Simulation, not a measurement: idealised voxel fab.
The following is a process module called voxel tone inversion.
Section shown: cut. Width: 165 nm. Cell size: 5 nm, square.
Heads up, the way a cross-section reads in here is a grid of square cells, handed over as bands from the top down, with every band being one or more rows of cells. This entry defines a band. It first specifies the height of the band's top and the height of its bottom in nm, and then specifies the band's materials from left to right, stating each material with its width in nm. The word "edge to edge" identifies a single material that fills the band from edge to edge, while the word "empty" identifies empty space. Counting heights begins at 0, where everything beneath is, in the wafer as received, one material. The lowest band has no bottom; it goes on downwards, as "from 0 down" shows. You'd read "30->40" like this: the band's top row of cells is as wide as the first number, its bottom row is as wide as the second, and going down, every row changes width by the same amount as the row before did. "identical to before", as given for a step, is the statement that not any cell of the cross-section underwent a change during that step. You'll see "Closed void list" listing empty spaces that have no way open to the top, as long as they're 8 cells or more; the notation is width x height at distance, where the distance is from the left edge, and all of it is in nm. Anything after a step's settings on that line? It's the simulator's own note about the step. On any step carrying a mask, the "overlay nm" setting, if present on the step's line, tells how far right of its planned place the mask lay; negative values point to the left.

**Below is the list of planned process steps**
- 1: RECEIVE [material Si]
- 2: CONFORMAL_DEP [material SiCN] [thk nm 5]
- 3: DIRECTIONAL_DEP [material polySi] [thk nm 15]
- 4: PATTERN [tone cover] [mask id POSTS] [material resist] [width nm 15] [pitch nm 40] [thk nm 20] [overlay nm 0]
- 5: DIRECTIONAL_ETCH [etch materials polySi] [depth nm 15]
- 6: STRIP [etch materials resist]
- 7: FILL_DEP [material SiO2] [thk nm 5]
- 8: CMP [height nm 20]
- 9: STRIP [etch materials polySi]

**Cross-sectional view of the wafer in its as-received condition, corresponding to the state after step 1**
- from 0 down | Si edge to edge
- Closed void list: none

**Looking at the first of two wafers in cross-section at end of module - ran to plan**
- from 20 to 5 | SiO2 55, then empty 15, then SiO2 25, then empty 15, then SiO2 55
- from 5 to 0 | SiCN edge to edge
- from 0 down | Si edge to edge
- Closed void list: none

**Same start, same plan as the first wafer - but one mistake in the run. Cross-section of the second of the two at the end of the module**
- from 20 to 5 | SiO2 50, then empty 15, then SiO2 25, then empty 15, then SiO2 60
- from 5 to 0 | SiCN edge to edge
- from 0 down | Si edge to edge
- Closed void list: none
Deviation from plan: step 4 was not run as planned; what actually ran was PATTERN [tone cover] [mask id POSTS] [material resist] [width nm 15] [pitch nm 40] [thk nm 20] [overlay nm -5]
At the end, each material covers as many cells on the second wafer as it does on the first, though the cells it covers are elsewhere.
